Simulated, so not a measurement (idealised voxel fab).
Title: Process Module voxel ribs on slabs
The cross-section shown here is cut; it is 285 nm wide and divided into square cells measuring 5 nm on a side.
We lay out every cross-section as a grid of square cells and spell it out in bands from the top down, where one band means one or more rows of cells. What a band's entry tells you: where the top is and where the bottom is, as heights in nm, and after that what lies inside, material by material from left to right, each with its width in nm. Empty space is written as the word "blank", and a single material marked with the word "edge to edge" occupies the band from edge to edge. It should be noted that heights are counted from 0, beneath which the wafer as supplied is of one material throughout, and that the lowest band possesses no lower boundary but continues downward, as written in "0 down". The expression "30 to 40" gives the width at the extremes of the band, the first number at its top row of cells and the second at its bottom row, with the width changing by equal amounts from each row to the next in between. The designation "identical to before", where it is given for a processing step, indicates that no cell of the cross-section was altered in the course of that step. Empty spaces without an open route to the top, at least 8 cells in extent, make up the entry "Enclosed void entries"; each is given as width x height at distance, where the distance is measured from the left edge, and all are in nm. Where a step's line continues beyond its settings, the continuation is a remark by the simulator itself on that step. "overlay nm" on a masked step: distance the mask lay right of its planned place, negative for left.
This section lists the process steps that were planned
step 1: RECEIVE with material Si
step 2: DIRECTIONAL_DEP with material SiO2, thk nm 30
step 3: DIRECTIONAL_DEP with material polySi, thk nm 20
step 4: PATTERN with tone cover, mask id RIB, material resist, width nm 25, thk nm 20, overlay nm 0
step 5: DIRECTIONAL_ETCH with etch materials polySi, depth nm 5
step 6: STRIP with etch materials resist
step 7: DIRECTIONAL_DEP with material aC, thk nm 10
step 8: PATTERN with tone cover, mask id SLAB, material resist, width nm 75, thk nm 30, overlay nm 0
step 9: DIRECTIONAL_ETCH with etch materials aC, depth nm 10
step 10: STRIP with etch materials resist
step 11: DIRECTIONAL_ETCH with etch materials polySi, depth nm 15
step 12: STRIP with etch materials aC
step 13: FILL_DEP with material SiO2, thk nm 25
step 14: CMP with height nm 65
step 15: DIRECTIONAL_DEP with material W, thk nm 10
step 16: MASKED_ETCH with tone cover, mask id HEATER, width nm 35, etch materials W, depth nm 10, overlay nm 0
step 17: CONFORMAL_DEP with material SiO2, thk nm 5
Incoming wafer in cross-section (state: after step 1)
> 0 down | Si edge to edge
> Enclosed void entries: none
Below is the wafer in cross-section after the module was completed. It began from the starting point shown above and followed the plan shown above, except that one mistake was made while running it
> 80 to 75 | 120 nm blank, 45 nm SiO2, 120 nm blank
> 75 to 70 | 120 nm blank, 5 nm SiO2, 35 nm W, 5 nm SiO2, 120 nm blank
> 70 to 65 | 125 nm SiO2, 35 nm W, 125 nm SiO2
> 65 to 50 | SiO2 edge to edge
> 50 to 45 | 135 nm SiO2, 20 nm polySi, 130 nm SiO2
> 45 to 30 | 105 nm SiO2, 75 nm polySi, 105 nm SiO2
> 30 to 0 | SiO2 edge to edge
> 0 down | Si edge to edge
> Enclosed void entries: none
Which mistake was made when the wafer was run? for step 4, the planned setting was not used; the step was instead run as PATTERN with tone cover, mask id RIB, material resist, width nm 20, thk nm 20, overlay nm 0
